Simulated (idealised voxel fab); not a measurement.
The following is a process module called voxel self aligned vias.
FYI the section here is cut, 250 nm wide, cells are 5 nm squares.
If you're reading a cross-section in this doc, picture square cells in a grid; it comes to you as bands, top ones listed first down to the bottom, and a band can be one or more rows of cells. Quick guide to a band line: top height, bottom height (nm) up front; then every material left to right with its width in nm. Only one material and it's marked "throughout"? Then it fills the band edge to edge. And "air" just means empty space. Height datum 0, below which the as-received substrate wafer is one material. Lowest band open at the bottom, running downward: "z 0 and below". So if you see something like "30..40" for the width, read it as the top row of the band sitting at the first number and the bottom row at the second, with every row in between moving by the same amount as the last. Where a step carries "no alterations made", the cross-section came out of it unchanged, cell for cell. The list in "Enclosed void catalog" covers empty spaces of 8 cells or more that cannot reach the top through any open way, and it gives each as width x height at distance; the distance is from the left edge, and width, height and distance are in nm. On each step's line, the part that comes after the settings is the simulator's own comment on the step. overlay nm: mask offset rightward from planned place, masked step; negative means leftward offset.

Planned step list for the process:
1,RECEIVE (material Si)
2,CONFORMAL_DEP (material SiO2; thk nm 10)
3,CONFORMAL_DEP (material SiCN; thk nm 5)
4,DIRECTIONAL_DEP (material lowk; thk nm 25)
5,PATTERN (tone open; mask id LINES; material resist; width nm 30; pitch nm 65; thk nm 15; overlay nm 0)
6,DIRECTIONAL_ETCH (etch materials lowk; depth nm 25)
7,STRIP (etch materials resist)
8,CONFORMAL_DEP (material TiN; thk nm 5)
9,FILL_DEP (material Ru; thk nm 10)
10,CMP (height nm 40)
11,SELECTIVE_ETCH (etch materials W Ru TiN; depth nm 10)
12,FILL_DEP (material SiN; thk nm 10)
13,CMP (height nm 40)
14,DIRECTIONAL_DEP (material lowk; thk nm 15)
15,PATTERN (tone open; mask id VIAS; material resist; width nm 50; pitch nm 65; thk nm 20; overlay nm 0)
16,DIRECTIONAL_ETCH (etch materials lowk; depth nm 15)
17,DIRECTIONAL_ETCH (etch materials SiN; depth nm 10)
18,STRIP (etch materials resist)
19,CONFORMAL_DEP (material TiN; thk nm 5)
20,FILL_DEP (material W; thk nm 5)
21,CMP (height nm 55)
22,CONFORMAL_DEP (material SiN; thk nm 5)

Here's what the wafer looked like in cross-section when it arrived - that's after step 1:
- z 0 and below = Si throughout
- Enclosed void catalog: none

The cross-section shown corresponds to the wafer at the conclusion of the module. The initial structure and the process plan are those presented above; however, one mistake occurred in executing the plan:
- z 60 to 55 = SiN throughout
- z 55 to 45 = lowk (35)  Ru (5)  W (40)  Ru (5)  lowk (15)  Ru (5)  W (40)  Ru (5)  lowk (15)  Ru (5)  W (40)  Ru (5)  lowk (35)
- z 45 to 35 = lowk (35..45)  Ru (15..5)  W (20)  Ru (15..5)  lowk (15..35)  Ru (15..5)  W (20)  Ru (15..5)  lowk (15..35)  Ru (15..5)  W (20)  Ru (15..5)  lowk (35..45)
- z 35 to 30 = lowk (45)  Ru (30)  lowk (35)  Ru (30)  lowk (35)  Ru (30)  lowk (45)
- z 30 to 20 = lowk (45)  TiN (5)  Ru (20)  TiN (5)  lowk (35)  TiN (5)  Ru (20)  TiN (5)  lowk (35)  TiN (5)  Ru (20)  TiN (5)  lowk (45)
- z 20 to 15 = lowk (45)  TiN (30)  lowk (35)  TiN (30)  lowk (35)  TiN (30)  lowk (45)
- z 15 to 10 = SiCN throughout
- z 10 to 0 = SiO2 throughout
- z 0 and below = Si throughout
- Enclosed void catalog: none
Finding, execution versus plan: rather than as planned, step 19 actually ran as CONFORMAL_DEP (material Ru; thk nm 5)
